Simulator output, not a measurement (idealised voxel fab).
The document below concerns the process module designated voxel wiring stack.
Cross-sectional view cut (width: 140 nm; square cell size: 5 nm).
Think of the cross-section as a grid of square cells. We describe it in bands, top to bottom, and each band covers one or more rows of those cells.
Band: top height; bottom height; in nm. Then, left to right: material with width in nm, for each material. "throughout": a single material spanning edge to edge. "blank": empty space.
Note: height 0 marks the level under which the wafer is uniformly one material as received. Lowest band unbounded below, written "top 0, no bottom".
The width entry "30..40" should be interpreted row by row: the top row of cells in the band takes the first number, the bottom row takes the second number, and the change between adjacent rows is uniform throughout.
"no change occurred" after a step means that no cell of the cross-section changed.
Closed-off voids of 8+ cells (no open route to the top) go in "Sealed void inventory", written width x height at distance from the left edge, in nm.
Note: text after step settings on the step line = simulator remark on that step.
On any step carrying a mask, the "overlay nm" setting, if present on the step's line, tells how far right of its planned place the mask lay; negative values point to the left.
## Set out below are the planned steps of the process
1: RECEIVE (material Si)
2: CONFORMAL_DEP (material SiO2; thk nm 15)
3: DIRECTIONAL_DEP (material TiN; thk nm 5)
4: DIRECTIONAL_DEP (material W; thk nm 15)
5: PATTERN (tone cover; mask id METAL_1; material resist; width nm 20; pitch nm 40; thk nm 20; overlay nm 0)
6: DIRECTIONAL_ETCH (etch materials W; depth nm 15)
7: DIRECTIONAL_ETCH (etch materials TiN; depth nm 5)
8: STRIP (etch materials resist)
9: FILL_DEP (material SiO2; thk nm 5)
10: CMP (height nm 35)
11: CONFORMAL_DEP (material SiCN; thk nm 5)
12: DIRECTIONAL_DEP (material lowk; thk nm 35)
13: MASKED_ETCH (tone open; mask id METAL_2_HOLES; width nm 15; pitch nm 40; etch materials lowk; depth nm 35; overlay nm 0)
14: PATTERN (tone open; mask id METAL_2; material resist; width nm 20; pitch nm 40; thk nm 15; overlay nm -5)
15: DIRECTIONAL_ETCH (etch materials lowk; depth nm 20)
16: DIRECTIONAL_ETCH (etch materials SiCN; depth nm 5)
17: STRIP (etch materials resist)
18: CONFORMAL_DEP (material TiN; thk nm 5)
19: FILL_DEP (material Ru; thk nm 5)
20: CMP (height nm 75)
21: CONFORMAL_DEP (material SiN; thk nm 5)
The value of overlay nm given for step 14 in the plan refers to the first wafer; the wafers vary in this setting and are alike at the start.
## Cut through the first of several wafers as received, post step 1
top 0, no bottom | Si throughout
Sealed void inventory: none
## Take any row and you have a wafer at the end of the module: how many cells of each material it has gained (+) or lost (-) since it was received, and then its closed voids
overlay nm -5 | +30 Ru | +19 SiCN | +28 SiN | +148 SiO2 | +66 TiN | +36 W | +121 lowk | Sealed void inventory: none
overlay nm 0 | +30 Ru | +19 SiCN | +28 SiN | +148 SiO2 | +66 TiN | +36 W | +121 lowk | Sealed void inventory: none
overlay nm 5 | +36 Ru | +22 SiCN | +28 SiN | +148 SiO2 | +69 TiN | +36 W | +109 lowk | Sealed void inventory: none
